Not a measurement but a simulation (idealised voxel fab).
The process module presented herein is designated voxel transistor to metal.
285 nm wide, 5 nm square cells: that's cross-section cut.
Just so we're on the same page, the cross-sections are grids of square cells, and they're listed out in bands top to bottom, each band one or more rows deep.
Band: top height; bottom height; in nm. Then, left to right: material with width in nm, for each material. "throughout": a single material spanning edge to edge. "empty": empty space.
Height is counted from the level 0, under which the received wafer is composed throughout of one material. The lowest of the bands is not closed at the bottom but continues downward, in the notation "z 0 and below".
Width: "30->40" (first number = top row, second number = bottom row, same change from row to row of cells).
Where a step carries "identical to before", the cross-section came out of it unchanged, cell for cell.
Closed-off voids of 8+ cells (no open route to the top) go in "Closed internal voids", written width x height at distance from the left edge, in nm.
Post-settings text on a step line: simulator's own remark regarding the step.
Regarding "overlay nm": on a step with a mask, it is the distance the mask lay to the right of its planned place; a negative value places it to the left.
In what follows, pairs of cross-sections are presented, each taken before and after one process step, with the after cross-section shown only down to the lowest band that was altered; the step, together with its settings, is stated below the pair. The pairs may stem from different runs of this module on the same starting wafer; accordingly, a pair should be taken as continuing from the one above it solely where its entry headed "Ex-ante state" indicates as much.
EX-ANTE STATE
z 0 and below  Si throughout
Closed internal voids: none
SECTION, POST-STEP
z 0 to -5  SiO2 throughout
Lower than -5, everything is as it was.
Closed internal voids: none
Here is the step that sits between the two cross-sections above: OXIDIZE with depth nm 5
Ex-ante state: the state before this step is the cross-section shown after the step in the pair just above.
SECTION, POST-STEP
z 15 to 0  SiN throughout
Lower than 0, everything is as it was.
Closed internal voids: none
Here is the step that sits between the two cross-sections above: CONFORMAL_DEP with material SiN, thk nm 15
Ex-ante state: the state before this step is the cross-section shown after the step in the pair just above.
SECTION, POST-STEP
z 25 to 15  aC throughout
Lower than 15, everything is as it was.
Closed internal voids: none
Here is the step that sits between the two cross-sections above: DIRECTIONAL_DEP with material aC, thk nm 10
Ex-ante state: the state before this step is the cross-section shown after the step in the pair just above.
SECTION, POST-STEP
z 55 to 25  empty (25) / resist (105) / empty (25) / resist (105) / empty (25)
Lower than 25, everything is as it was.
Closed internal voids: none
Here is the step that sits between the two cross-sections above: PATTERN with tone cover, mask id ACTIVE, material resist, width nm 105, pitch nm 130, thk nm 30, overlay nm 0
Ex-ante state: the state before this step is the cross-section shown after the step in the pair just above.
SECTION, POST-STEP
z 45 to 25  empty (25) / resist (105) / empty (25) / resist (105) / empty (25)
z 25 to 15  empty (25) / aC (105) / empty (25) / aC (105) / empty (25)
Lower than 15, everything is as it was.
Closed internal voids: none
Here is the step that sits between the two cross-sections above: DIRECTIONAL_ETCH with etch materials aC, depth nm 10
Ex-ante state: the state before this step is the cross-section shown after the step in the pair just above.
SECTION, POST-STEP
z 25 to 15  empty (25) / aC (105) / empty (25) / aC (105) / empty (25)
Lower than 15, everything is as it was.
Closed internal voids: none
Here is the step that sits between the two cross-sections above: STRIP with etch materials resist
Ex-ante state: the state before this step is the cross-section shown after the step in the pair just above.
SECTION, POST-STEP
z 25 to 15  empty (25) / aC (105) / empty (25) / aC (105) / empty (25)
z 15 to 0  empty (25) / SiN (105) / empty (25) / SiN (105) / empty (25)
Lower than 0, everything is as it was.
Closed internal voids: none
Here is the step that sits between the two cross-sections above: DIRECTIONAL_ETCH with etch materials SiN, depth nm 15
Ex-ante state: the state before this step is the cross-section shown after the step in the pair just above.
SECTION, POST-STEP
z 25 to 15  empty (25) / aC (105) / empty (25) / aC (105) / empty (25)
z 15 to 0  empty (25) / SiN (105) / empty (25) / SiN (105) / empty (25)
z 0 to -5  empty (25) / SiO2 (105) / empty (25) / SiO2 (105) / empty (25)
Lower than -5, everything is as it was.
Closed internal voids: none
Here is the step that sits between the two cross-sections above: DIRECTIONAL_ETCH with etch materials SiO2, depth nm 5
Ex-ante state: the state before this step is the cross-section shown after the step in the pair just above.
SECTION, POST-STEP
z 25 to 15  empty (25) / aC (105) / empty (25) / aC (105) / empty (25)
z 15 to 0  empty (25) / SiN (105) / empty (25) / SiN (105) / empty (25)
z 0 to -5  empty (25) / SiO2 (105) / empty (25) / SiO2 (105) / empty (25)
z -5 to -30  empty (25) / Si (105) / empty (25) / Si (105) / empty (25)
Lower than -30, everything is as it was.
Closed internal voids: none
Here is the step that sits between the two cross-sections above: DIRECTIONAL_ETCH with etch materials Si, depth nm 25
Ex-ante state: the state before this step is the cross-section shown after the step in the pair just above.
SECTION, POST-STEP
z 15 to 0  empty (25) / SiN (105) / empty (25) / SiN (105) / empty (25)
Lower than 0, everything is as it was.
Closed internal voids: none
Here is the step that sits between the two cross-sections above: STRIP with etch materials aC
Ex-ante state: the state before this step is the cross-section shown after the step in the pair just above.
SECTION, POST-STEP
z 30 to 15  SiO2 throughout
z 15 to 0  SiO2 (25) / SiN (105) / SiO2 (25) / SiN (105) / SiO2 (25)
z 0 to -5  SiO2 throughout
z -5 to -30  SiO2 (25) / Si (105) / SiO2 (25) / Si (105) / SiO2 (25)
Lower than -30, everything is as it was.
Closed internal voids: none
Here is the step that sits between the two cross-sections above: FILL_DEP with material SiO2, thk nm 15
Ex-ante state: the state before this step is the cross-section shown after the step in the pair just above.
SECTION, POST-STEP
z 15 to 0  SiO2 (25) / SiN (105) / SiO2 (25) / SiN (105) / SiO2 (25)
Lower than 0, everything is as it was.
Closed internal voids: none
Here is the step that sits between the two cross-sections above: CMP with height nm 15
Ex-ante state: the state before this step is the cross-section shown after the step in the pair just above.
SECTION, POST-STEP
z 15 to 10  empty (25) / SiN (105) / empty (25) / SiN (105) / empty (25)
Lower than 10, everything is as it was.
Closed internal voids: none
Here is the step that sits between the two cross-sections above: SELECTIVE_ETCH with etch materials SiO2, depth nm 5
Ex-ante state: the state before this step is the cross-section shown after the step in the pair just above.
SECTION, POST-STEP
z 10 to 0  SiO2 (25) / empty (105) / SiO2 (25) / empty (105) / SiO2 (25)
Lower than 0, everything is as it was.
Closed internal voids: none
Here is the step that sits between the two cross-sections above: STRIP with etch materials SiN
Ex-ante state: the state before this step is the cross-section shown after the step in the pair just above.
SECTION, POST-STEP
z 5 to -5  SiO2 (20) / empty (115) / SiO2 (15) / empty (115) / SiO2 (20)
Lower than -5, everything is as it was.
Closed internal voids: none
Here is the step that sits between the two cross-sections above: SELECTIVE_ETCH with etch materials SiO2, depth nm 5
Ex-ante state: the state before this step is the cross-section shown after the step in the pair just above.
SECTION, POST-STEP
z 5 to -5  SiO2 (20) / empty (115) / SiO2 (15) / empty (115) / SiO2 (20)
z -5 to -10  SiO2 throughout
Lower than -10, everything is as it was.
Closed internal voids: none
Here is the step that sits between the two cross-sections above: OXIDIZE with depth nm 5
Ex-ante state: the state before this step is the cross-section shown after the step in the pair just above.
SECTION, POST-STEP
z 35 to 25  polySi (20) / empty (115) / polySi (15) / empty (115) / polySi (20)
z 25 to 5  polySi throughout
z 5 to -5  SiO2 (20) / polySi (115) / SiO2 (15) / polySi (115) / SiO2 (20)
Lower than -5, everything is as it was.
Closed internal voids: none
Here is the step that sits between the two cross-sections above: DIRECTIONAL_DEP with material polySi, thk nm 30
Ex-ante state: the state before this step is the cross-section shown after the step in the pair just above.
SECTION, POST-STEP
z 50 to 40  SiCN (20) / empty (115) / SiCN (15) / empty (115) / SiCN (20)
z 40 to 35  SiCN throughout
z 35 to 25  polySi (20) / SiCN (115) / polySi (15) / SiCN (115) / polySi (20)
Lower than 25, everything is as it was.
Closed internal voids: none
Here is the step that sits between the two cross-sections above: DIRECTIONAL_DEP with material SiCN, thk nm 15
Ex-ante state: the state before this step is the cross-section shown after the step in the pair just above.
SECTION, POST-STEP
z 40 to 35  empty (60) / SiCN (35) / empty (95) / SiCN (35) / empty (60)
z 35 to 25  polySi (20) / empty (40) / SiCN (35) / empty (40) / polySi (15) / empty (40) / SiCN (35) / empty (40) / polySi (20)
Lower than 25, everything is as it was.
Closed internal voids: none
Here is the step that sits between the two cross-sections above: MASKED_ETCH with tone cover, mask id GATE, width nm 35, pitch nm 130, etch materials SiCN, depth nm 25, overlay nm 0
Ex-ante state: the state before this step is the cross-section shown after the step in the pair just above.
SECTION, POST-STEP
z 40 to 25  empty (60) / SiCN (35) / empty (95) / SiCN (35) / empty (60)
z 25 to 5  empty (60) / polySi (35) / empty (95) / polySi (35) / empty (60)
z 5 to -5  SiO2 (20) / empty (40) / polySi (35) / empty (40) / SiO2 (15) / empty (40) / polySi (35) / empty (40) / SiO2 (20)
Lower than -5, everything is as it was.
Closed internal voids: none
Here is the step that sits between the two cross-sections above: MASKED_ETCH with tone cover, mask id GATE, width nm 35, pitch nm 130, etch materials polySi, depth nm 40, overlay nm 0
Ex-ante state: the state before this step is the cross-section shown after the step in the pair just above.
SECTION, POST-STEP
z 50 to 40  empty (50) / SiN (55) / empty (75) / SiN (55) / empty (50)
z 40 to 25  empty (50) / SiN (10) / SiCN (35) / SiN (10) / empty (75) / SiN (10) / SiCN (35) / SiN (10) / empty (50)
z 25 to 15  empty (50) / SiN (10) / polySi (35) / SiN (10) / empty (75) / SiN (10) / polySi (35) / SiN (10) / empty (50)
z 15 to 5  SiN (30) / empty (20) / SiN (10) / polySi (35) / SiN (10) / empty (20) / SiN (35) / empty (20) / SiN (10) / polySi (35) / SiN (10) / empty (20) / SiN (30)
z 5 to -5  SiO2 (20) / SiN (40) / polySi (35) / SiN (40) / SiO2 (15) / SiN (40) / polySi (35) / SiN (40) / SiO2 (20)
Lower than -5, everything is as it was.
Closed internal voids: none
Here is the step that sits between the two cross-sections above: CONFORMAL_DEP with material SiN, thk nm 10
Ex-ante state: the state before this step is the cross-section shown after the step in the pair just above.
SECTION, POST-STEP
z 40 to 25  empty (50) / SiN (10) / SiCN (35) / SiN (10) / empty (75) / SiN (10) / SiCN (35) / SiN (10) / empty (50)
z 25 to 5  empty (50) / SiN (10) / polySi (35) / SiN (10) / empty (75) / SiN (10) / polySi (35) / SiN (10) / empty (50)
z 5 to -5  SiO2 (20) / SiN (10) / empty (20) / SiN (10) / polySi (35) / SiN (10) / empty (20) / SiN (10) / SiO2 (15) / SiN (10) / empty (20) / SiN (10) / polySi (35) / SiN (10) / empty (20) / SiN (10) / SiO2 (20)
Lower than -5, everything is as it was.
Closed internal voids: none
Here is the step that sits between the two cross-sections above: DIRECTIONAL_ETCH with etch materials SiN, depth nm 10
Ex-ante state: the state before this step is the cross-section shown after the step in the pair just above.
SECTION, POST-STEP
z 40 to 25  empty (50) / SiN (10) / SiCN (35) / SiN (10) / empty (75) / SiN (10) / SiCN (35) / SiN (10) / empty (50)
z 25 to 5  empty (50) / SiN (10) / polySi (35) / SiN (10) / empty (75) / SiN (10) / polySi (35) / SiN (10) / empty (50)
z 5 to 0  empty (20) / SiN (10) / empty (20) / SiN (10) / polySi (35) / SiN (10) / empty (20) / SiN (10) / empty (15) / SiN (10) / empty (20) / SiN (10) / polySi (35) / SiN (10) / empty (20) / SiN (10) / empty (20)
z 0 to -5  SiO2 (20) / SiN (10) / empty (20) / SiN (10) / polySi (35) / SiN (10) / empty (20) / SiN (10) / SiO2 (15) / SiN (10) / empty (20) / SiN (10) / polySi (35) / SiN (10) / empty (20) / SiN (10) / SiO2 (20)
z -5 to -10  SiO2 (30) / empty (20) / SiO2 (55) / empty (20) / SiO2 (35) / empty (20) / SiO2 (55) / empty (20) / SiO2 (30)
Lower than -10, everything is as it was.
Closed internal voids: none
Here is the step that sits between the two cross-sections above: DIRECTIONAL_ETCH with etch materials SiO2, depth nm 5
Ex-ante state: the state before this step is the cross-section shown after the step in the pair just above.
SECTION, POST-STEP
z 40 to 25  empty (50) / SiN (10) / SiCN (35) / SiN (10) / empty (75) / SiN (10) / SiCN (35) / SiN (10) / empty (50)
z 25 to 5  empty (50) / SiN (10) / polySi (35) / SiN (10) / empty (75) / SiN (10) / polySi (35) / SiN (10) / empty (50)
z 5 to 0  empty (20) / SiN (10) / empty (20) / SiN (10) / polySi (35) / SiN (10) / empty (20) / SiN (10) / empty (15) / SiN (10) / empty (20) / SiN (10) / polySi (35) / SiN (10) / empty (20) / SiN (10) / empty (20)
z 0 to -5  SiO2 (20) / SiN (10) / empty (20) / SiN (10) / polySi (35) / SiN (10) / empty (20) / SiN (10) / SiO2 (15) / SiN (10) / empty (20) / SiN (10) / polySi (35) / SiN (10) / empty (20) / SiN (10) / SiO2 (20)
z -5 to -10  SiO2 (30) / empty (20) / SiO2 (55) / empty (20) / SiO2 (35) / empty (20) / SiO2 (55) / empty (20) / SiO2 (30)
z -10 to -25  SiO2 (25) / Si (5) / empty (20) / Si (55) / empty (20) / Si (5) / SiO2 (25) / Si (5) / empty (20) / Si (55) / empty (20) / Si (5) / SiO2 (25)
Lower than -25, everything is as it was.
Closed internal voids: none
Here is the step that sits between the two cross-sections above: DIRECTIONAL_ETCH with etch materials Si, depth nm 15
Ex-ante state: the state before this step is the cross-section shown after the step in the pair just above.
SECTION, POST-STEP
z 40 to 25  empty (50) / SiN (10) / SiCN (35) / SiN (10) / empty (75) / SiN (10) / SiCN (35) / SiN (10) / empty (50)
z 25 to 10  empty (50) / SiN (10) / polySi (35) / SiN (10) / empty (75) / SiN (10) / polySi (35) / SiN (10) / empty (50)
z 10 to 5  empty (25) / SiGe (25) / SiN (10) / polySi (35) / SiN (10) / SiGe (25) / empty (25) / SiGe (25) / SiN (10) / polySi (35) / SiN (10) / SiGe (25) / empty (25)
z 5 to 0  empty (20) / SiN (10) / SiGe (20) / SiN (10) / polySi (35) / SiN (10) / SiGe (20) / SiN (10) / empty (15) / SiN (10) / SiGe (20) / SiN (10) / polySi (35) / SiN (10) / SiGe (20) / SiN (10) / empty (20)
z 0 to -5  SiO2 (20) / SiN (10) / SiGe (20) / SiN (10) / polySi (35) / SiN (10) / SiGe (20) / SiN (10) / SiO2 (15) / SiN (10) / SiGe (20) / SiN (10) / polySi (35) / SiN (10) / SiGe (20) / SiN (10) / SiO2 (20)
z -5 to -10  SiO2 (30) / SiGe (20) / SiO2 (55) / SiGe (20) / SiO2 (35) / SiGe (20) / SiO2 (55) / SiGe (20) / SiO2 (30)
z -10 to -25  SiO2 (25) / Si (5) / SiGe (20) / Si (55) / SiGe (20) / Si (5) / SiO2 (25) / Si (5) / SiGe (20) / Si (55) / SiGe (20) / Si (5) / SiO2 (25)
Lower than -25, everything is as it was.
Closed internal voids: none
Here is the step that sits between the two cross-sections above: EPI with material SiGe, thk nm 20
Ex-ante state: the state before this step is the cross-section shown after the step in the pair just above.
SECTION, POST-STEP
z 50 to 40  SiO2 throughout
z 40 to 25  SiO2 (50) / SiN (10) / SiCN (35) / SiN (10) / SiO2 (75) / SiN (10) / SiCN (35) / SiN (10) / SiO2 (50)
z 25 to 10  SiO2 (50) / SiN (10) / polySi (35) / SiN (10) / SiO2 (75) / SiN (10) / polySi (35) / SiN (10) / SiO2 (50)
z 10 to 5  SiO2 (25) / SiGe (25) / SiN (10) / polySi (35) / SiN (10) / SiGe (25) / SiO2 (25) / SiGe (25) / SiN (10) / polySi (35) / SiN (10) / SiGe (25) / SiO2 (25)
z 5 to -5  SiO2 (20) / SiN (10) / SiGe (20) / SiN (10) / polySi (35) / SiN (10) / SiGe (20) / SiN (10) / SiO2 (15) / SiN (10) / SiGe (20) / SiN (10) / polySi (35) / SiN (10) / SiGe (20) / SiN (10) / SiO2 (20)
Lower than -5, everything is as it was.
Closed internal voids: none
Here is the step that sits between the two cross-sections above: FILL_DEP with material SiO2, thk nm 10
Ex-ante state: the state before this step is the cross-section shown after the step in the pair just above.
SECTION, POST-STEP
z 25 to 10  SiO2 (50) / SiN (10) / polySi (35) / SiN (10) / SiO2 (75) / SiN (10) / polySi (35) / SiN (10) / SiO2 (50)
Lower than 10, everything is as it was.
Closed internal voids: none
Here is the step that sits between the two cross-sections above: CMP with height nm 25
Ex-ante state: the state before this step is the cross-section shown after the step in the pair just above.
SECTION, POST-STEP
z 25 to 10  SiO2 (50) / SiN (10) / empty (35) / SiN (10) / SiO2 (75) / SiN (10) / empty (35) / SiN (10) / SiO2 (50)
z 10 to 5  SiO2 (25) / SiGe (25) / SiN (10) / empty (35) / SiN (10) / SiGe (25) / SiO2 (25) / SiGe (25) / SiN (10) / empty (35) / SiN (10) / SiGe (25) / SiO2 (25)
z 5 to -5  SiO2 (20) / SiN (10) / SiGe (20) / SiN (10) / empty (35) / SiN (10) / SiGe (20) / SiN (10) / SiO2 (15) / SiN (10) / SiGe (20) / SiN (10) / empty (35) / SiN (10) / SiGe (20) / SiN (10) / SiO2 (20)
Lower than -5, everything is as it was.
Closed internal voids: none
Here is the step that sits between the two cross-sections above: STRIP with etch materials polySi
Ex-ante state: the state before this step is the cross-section shown after the step in the pair just above.
SECTION, POST-STEP
z 25 to 20  empty (50) / SiN (10) / empty (35) / SiN (10) / empty (75) / SiN (10) / empty (35) / SiN (10) / empty (50)
z 20 to 10  SiO2 (50) / SiN (10) / empty (35) / SiN (10) / SiO2 (75) / SiN (10) / empty (35) / SiN (10) / SiO2 (50)
z 10 to 5  SiO2 (25) / SiGe (25) / SiN (10) / empty (35) / SiN (10) / SiGe (25) / SiO2 (25) / SiGe (25) / SiN (10) / empty (35) / SiN (10) / SiGe (25) / SiO2 (25)
z 5 to -5  SiO2 (20) / SiN (10) / SiGe (20) / SiN (10) / empty (35) / SiN (10) / SiGe (20) / SiN (10) / SiO2 (15) / SiN (10) / SiGe (20) / SiN (10) / empty (35) / SiN (10) / SiGe (20) / SiN (10) / SiO2 (20)
z -5 to -10  SiO2 (30) / SiGe (20) / SiO2 (5) / empty (45) / SiO2 (5) / SiGe (20) / SiO2 (35) / SiGe (20) / SiO2 (5) / empty (45) / SiO2 (5) / SiGe (20) / SiO2 (30)
Lower than -10, everything is as it was.
Closed internal voids: none
Here is the step that sits between the two cross-sections above: SELECTIVE_ETCH with etch materials SiO2, depth nm 5
Ex-ante state: the state before this step is the cross-section shown after the step in the pair just above.
SECTION, POST-STEP
z 30 to 25  empty (45) / HfO2 (20) / empty (25) / HfO2 (20) / empty (65) / HfO2 (20) / empty (25) / HfO2 (20) / empty (45)
z 25 to 20  HfO2 (50) / SiN (10) / HfO2 (5) / empty (25) / HfO2 (5) / SiN (10) / HfO2 (75) / SiN (10) / HfO2 (5) / empty (25) / HfO2 (5) / SiN (10) / HfO2 (50)
z 20 to 10  SiO2 (50) / SiN (10) / HfO2 (5) / empty (25) / HfO2 (5) / SiN (10) / SiO2 (75) / SiN (10) / HfO2 (5) / empty (25) / HfO2 (5) / SiN (10) / SiO2 (50)
z 10 to 5  SiO2 (25) / SiGe (25) / SiN (10) / HfO2 (5) / empty (25) / HfO2 (5) / SiN (10) / SiGe (25) / SiO2 (25) / SiGe (25) / SiN (10) / HfO2 (5) / empty (25) / HfO2 (5) / SiN (10) / SiGe (25) / SiO2 (25)
z 5 to -5  SiO2 (20) / SiN (10) / SiGe (20) / SiN (10) / HfO2 (5) / empty (25) / HfO2 (5) / SiN (10) / SiGe (20) / SiN (10) / SiO2 (15) / SiN (10) / SiGe (20) / SiN (10) / HfO2 (5) / empty (25) / HfO2 (5) / SiN (10) / SiGe (20) / SiN (10) / SiO2 (20)
z -5 to -10  SiO2 (30) / SiGe (20) / SiO2 (5) / HfO2 (45) / SiO2 (5) / SiGe (20) / SiO2 (35) / SiGe (20) / SiO2 (5) / HfO2 (45) / SiO2 (5) / SiGe (20) / SiO2 (30)
Lower than -10, everything is as it was.
Closed internal voids: none
Here is the step that sits between the two cross-sections above: CONFORMAL_DEP with material HfO2, thk nm 5
Ex-ante state: the state before this step is the cross-section shown after the step in the pair just above.
SECTION, POST-STEP
z 35 to 30  empty (40) / TiN (30) / empty (15) / TiN (30) / empty (55) / TiN (30) / empty (15) / TiN (30) / empty (40)
z 30 to 25  TiN (45) / HfO2 (20) / TiN (5) / empty (15) / TiN (5) / HfO2 (20) / TiN (65) / HfO2 (20) / TiN (5) / empty (15) / TiN (5) / HfO2 (20) / TiN (45)
z 25 to 20  HfO2 (50) / SiN (10) / HfO2 (5) / TiN (5) / empty (15) / TiN (5) / HfO2 (5) / SiN (10) / HfO2 (75) / SiN (10) / HfO2 (5) / TiN (5) / empty (15) / TiN (5) / HfO2 (5) / SiN (10) / HfO2 (50)
z 20 to 10  SiO2 (50) / SiN (10) / HfO2 (5) / TiN (5) / empty (15) / TiN (5) / HfO2 (5) / SiN (10) / SiO2 (75) / SiN (10) / HfO2 (5) / TiN (5) / empty (15) / TiN (5) / HfO2 (5) / SiN (10) / SiO2 (50)
z 10 to 5  SiO2 (25) / SiGe (25) / SiN (10) / HfO2 (5) / TiN (5) / empty (15) / TiN (5) / HfO2 (5) / SiN (10) / SiGe (25) / SiO2 (25) / SiGe (25) / SiN (10) / HfO2 (5) / TiN (5) / empty (15) / TiN (5) / HfO2 (5) / SiN (10) / SiGe (25) / SiO2 (25)
z 5 to 0  SiO2 (20) / SiN (10) / SiGe (20) / SiN (10) / HfO2 (5) / TiN (5) / empty (15) / TiN (5) / HfO2 (5) / SiN (10) / SiGe (20) / SiN (10) / SiO2 (15) / SiN (10) / SiGe (20) / SiN (10) / HfO2 (5) / TiN (5) / empty (15) / TiN (5) / HfO2 (5) / SiN (10) / SiGe (20) / SiN (10) / SiO2 (20)
z 0 to -5  SiO2 (20) / SiN (10) / SiGe (20) / SiN (10) / HfO2 (5) / TiN (25) / HfO2 (5) / SiN (10) / SiGe (20) / SiN (10) / SiO2 (15) / SiN (10) / SiGe (20) / SiN (10) / HfO2 (5) / TiN (25) / HfO2 (5) / SiN (10) / SiGe (20) / SiN (10) / SiO2 (20)
Lower than -5, everything is as it was.
Closed internal voids: none
Here is the step that sits between the two cross-sections above: CONFORMAL_DEP with material TiN, thk nm 5
Ex-ante state: the state before this step is the cross-section shown after the step in the pair just above.
SECTION, POST-STEP
z 40 to 35  W throughout
z 35 to 30  W (40) / TiN (30) / W (15) / TiN (30) / W (55) / TiN (30) / W (15) / TiN (30) / W (40)
z 30 to 25  TiN (45) / HfO2 (20) / TiN (5) / W (15) / TiN (5) / HfO2 (20) / TiN (65) / HfO2 (20) / TiN (5) / W (15) / TiN (5) / HfO2 (20) / TiN (45)
z 25 to 20  HfO2 (50) / SiN (10) / HfO2 (5) / TiN (5) / W (15) / TiN (5) / HfO2 (5) / SiN (10) / HfO2 (75) / SiN (10) / HfO2 (5) / TiN (5) / W (15) / TiN (5) / HfO2 (5) / SiN (10) / HfO2 (50)
z 20 to 10  SiO2 (50) / SiN (10) / HfO2 (5) / TiN (5) / W (15) / TiN (5) / HfO2 (5) / SiN (10) / SiO2 (75) / SiN (10) / HfO2 (5) / TiN (5) / W (15) / TiN (5) / HfO2 (5) / SiN (10) / SiO2 (50)
z 10 to 5  SiO2 (25) / SiGe (25) / SiN (10) / HfO2 (5) / TiN (5) / W (15) / TiN (5) / HfO2 (5) / SiN (10) / SiGe (25) / SiO2 (25) / SiGe (25) / SiN (10) / HfO2 (5) / TiN (5) / W (15) / TiN (5) / HfO2 (5) / SiN (10) / SiGe (25) / SiO2 (25)
z 5 to 0  SiO2 (20) / SiN (10) / SiGe (20) / SiN (10) / HfO2 (5) / TiN (5) / W (15) / TiN (5) / HfO2 (5) / SiN (10) / SiGe (20) / SiN (10) / SiO2 (15) / SiN (10) / SiGe (20) / SiN (10) / HfO2 (5) / TiN (5) / W (15) / TiN (5) / HfO2 (5) / SiN (10) / SiGe (20) / SiN (10) / SiO2 (20)
Lower than 0, everything is as it was.
Closed internal voids: none
Here is the step that sits between the two cross-sections above: FILL_DEP with material W, thk nm 5
Ex-ante state: the state before this step is the cross-section shown after the step in the pair just above.
SECTION, POST-STEP
z 20 to 10  SiO2 (50) / SiN (10) / HfO2 (5) / TiN (5) / W (15) / TiN (5) / HfO2 (5) / SiN (10) / SiO2 (75) / SiN (10) / HfO2 (5) / TiN (5) / W (15) / TiN (5) / HfO2 (5) / SiN (10) / SiO2 (50)
Lower than 10, everything is as it was.
Closed internal voids: none
Here is the step that sits between the two cross-sections above: CMP with height nm 20
Ex-ante state: the state before this step is the cross-section shown after the step in the pair just above.
SECTION, POST-STEP
z 30 to 20  SiO2 throughout
Lower than 20, everything is as it was.
Closed internal voids: none
Here is the step that sits between the two cross-sections above: DIRECTIONAL_DEP with material SiO2, thk nm 10
Ex-ante state: the state before this step is the cross-section shown after the step in the pair just above.
SECTION, POST-STEP
z 45 to 30  resist (30) / empty (15) / resist (65) / empty (15) / resist (35) / empty (15) / resist (65) / empty (15) / resist (30)
Lower than 30, everything is as it was.
Closed internal voids: none
Here is the step that sits between the two cross-sections above: PATTERN with tone open, mask id CONTACT, material resist, width nm 15, thk nm 15, overlay nm 0
Ex-ante state: the state before this step is the cross-section shown after the step in the pair just above.
SECTION, POST-STEP
z 45 to 30  resist (30) / empty (15) / resist (65) / empty (15) / resist (35) / empty (15) / resist (65) / empty (15) / resist (30)
z 30 to 20  SiO2 (30) / empty (15) / SiO2 (65) / empty (15) / SiO2 (35) / empty (15) / SiO2 (65) / empty (15) / SiO2 (30)
z 20 to 10  SiO2 (30) / empty (15) / SiO2 (5) / SiN (10) / HfO2 (5) / TiN (5) / W (15) / TiN (5) / HfO2 (5) / SiN (10) / SiO2 (5) / empty (15) / SiO2 (35) / empty (15) / SiO2 (5) / SiN (10) / HfO2 (5) / TiN (5) / W (15) / TiN (5) / HfO2 (5) / SiN (10) / SiO2 (5) / empty (15) / SiO2 (30)
Lower than 10, everything is as it was.
Closed internal voids: none
Here is the step that sits between the two cross-sections above: DIRECTIONAL_ETCH with etch materials SiO2, depth nm 20
Ex-ante state: the state before this step is the cross-section shown after the step in the pair just above.
SECTION, POST-STEP
z 30 to 20  SiO2 (30) / empty (15) / SiO2 (65) / empty (15) / SiO2 (35) / empty (15) / SiO2 (65) / empty (15) / SiO2 (30)
Lower than 20, everything is as it was.
Closed internal voids: none
Here is the step that sits between the two cross-sections above: STRIP with etch materials resist
Ex-ante state: the state before this step is the cross-section shown after the step in the pair just above.
SECTION, POST-STEP
z 35 to 30  TiN (35) / empty (5) / TiN (75) / empty (5) / TiN (45) / empty (5) / TiN (75) / empty (5) / TiN (35)
z 30 to 20  SiO2 (30) / TiN (5) / empty (5) / TiN (5) / SiO2 (65) / TiN (5) / empty (5) / TiN (5) / SiO2 (35) / TiN (5) / empty (5) / TiN (5) / SiO2 (65) / TiN (5) / empty (5) / TiN (5) / SiO2 (30)
z 20 to 15  SiO2 (30) / TiN (5) / empty (5) / TiN (5) / SiO2 (5) / SiN (10) / HfO2 (5) / TiN (5) / W (15) / TiN (5) / HfO2 (5) / SiN (10) / SiO2 (5) / TiN (5) / empty (5) / TiN (5) / SiO2 (35) / TiN (5) / empty (5) / TiN (5) / SiO2 (5) / SiN (10) / HfO2 (5) / TiN (5) / W (15) / TiN (5) / HfO2 (5) / SiN (10) / SiO2 (5) / TiN (5) / empty (5) / TiN (5) / SiO2 (30)
z 15 to 10  SiO2 (30) / TiN (15) / SiO2 (5) / SiN (10) / HfO2 (5) / TiN (5) / W (15) / TiN (5) / HfO2 (5) / SiN (10) / SiO2 (5) / TiN (15) / SiO2 (35) / TiN (15) / SiO2 (5) / SiN (10) / HfO2 (5) / TiN (5) / W (15) / TiN (5) / HfO2 (5) / SiN (10) / SiO2 (5) / TiN (15) / SiO2 (30)
Lower than 10, everything is as it was.
Closed internal voids: none
Here is the step that sits between the two cross-sections above: CONFORMAL_DEP with material TiN, thk nm 5
Ex-ante state: the state before this step is the cross-section shown after the step in the pair just above.
SECTION, POST-STEP
z 45 to 35  Ru throughout
z 35 to 30  TiN (35) / Ru (5) / TiN (75) / Ru (5) / TiN (45) / Ru (5) / TiN (75) / Ru (5) / TiN (35)
z 30 to 20  SiO2 (30) / TiN (5) / Ru (5) / TiN (5) / SiO2 (65) / TiN (5) / Ru (5) / TiN (5) / SiO2 (35) / TiN (5) / Ru (5) / TiN (5) / SiO2 (65) / TiN (5) / Ru (5) / TiN (5) / SiO2 (30)
z 20 to 15  SiO2 (30) / TiN (5) / Ru (5) / TiN (5) / SiO2 (5) / SiN (10) / HfO2 (5) / TiN (5) / W (15) / TiN (5) / HfO2 (5) / SiN (10) / SiO2 (5) / TiN (5) / Ru (5) / TiN (5) / SiO2 (35) / TiN (5) / Ru (5) / TiN (5) / SiO2 (5) / SiN (10) / HfO2 (5) / TiN (5) / W (15) / TiN (5) / HfO2 (5) / SiN (10) / SiO2 (5) / TiN (5) / Ru (5) / TiN (5) / SiO2 (30)
Lower than 15, everything is as it was.
Closed internal voids: none
Here is the step that sits between the two cross-sections above: FILL_DEP with material Ru, thk nm 10
Ex-ante state: the state before this step is the cross-section shown after the step in the pair just above.
SECTION, POST-STEP
z 30 to 20  SiO2 (30) / TiN (5) / Ru (5) / TiN (5) / SiO2 (65) / TiN (5) / Ru (5) / TiN (5) / SiO2 (35) / TiN (5) / Ru (5) / TiN (5) / SiO2 (65) / TiN (5) / Ru (5) / TiN (5) / SiO2 (30)
Lower than 20, everything is as it was.
Closed internal voids: none
Here is the step that sits between the two cross-sections above: CMP with height nm 30
Ex-ante state: the state before this step is the cross-section shown after the step in the pair just above.
SECTION, POST-STEP
z 35 to 30  TiN throughout
Lower than 30, everything is as it was.
Closed internal voids: none
Here is the step that sits between the two cross-sections above: DIRECTIONAL_DEP with material TiN, thk nm 5
Ex-ante state: the state before this step is the cross-section shown after the step in the pair just above.
SECTION, POST-STEP
z 50 to 35  W throughout
Lower than 35, everything is as it was.
Closed internal voids: none
Here is the step that sits between the two cross-sections above: DIRECTIONAL_DEP with material W, thk nm 15
Ex-ante state: the state before this step is the cross-section shown after the step in the pair just above.
SECTION, POST-STEP
z 65 to 50  aC throughout
Lower than 50, everything is as it was.
Closed internal voids: none
Here is the step that sits between the two cross-sections above: DIRECTIONAL_DEP with material aC, thk nm 15
Ex-ante state: the state before this step is the cross-section shown after the step in the pair just above.
SECTION, POST-STEP
z 95 to 65  empty (30) / resist (15) / empty (65) / resist (15) / empty (35) / resist (15) / empty (65) / resist (15) / empty (30)
Lower than 65, everything is as it was.
Closed internal voids: none
Here is the step that sits between the two cross-sections above: PATTERN with tone cover, mask id METAL_1, material resist, width nm 15, thk nm 30, overlay nm 0
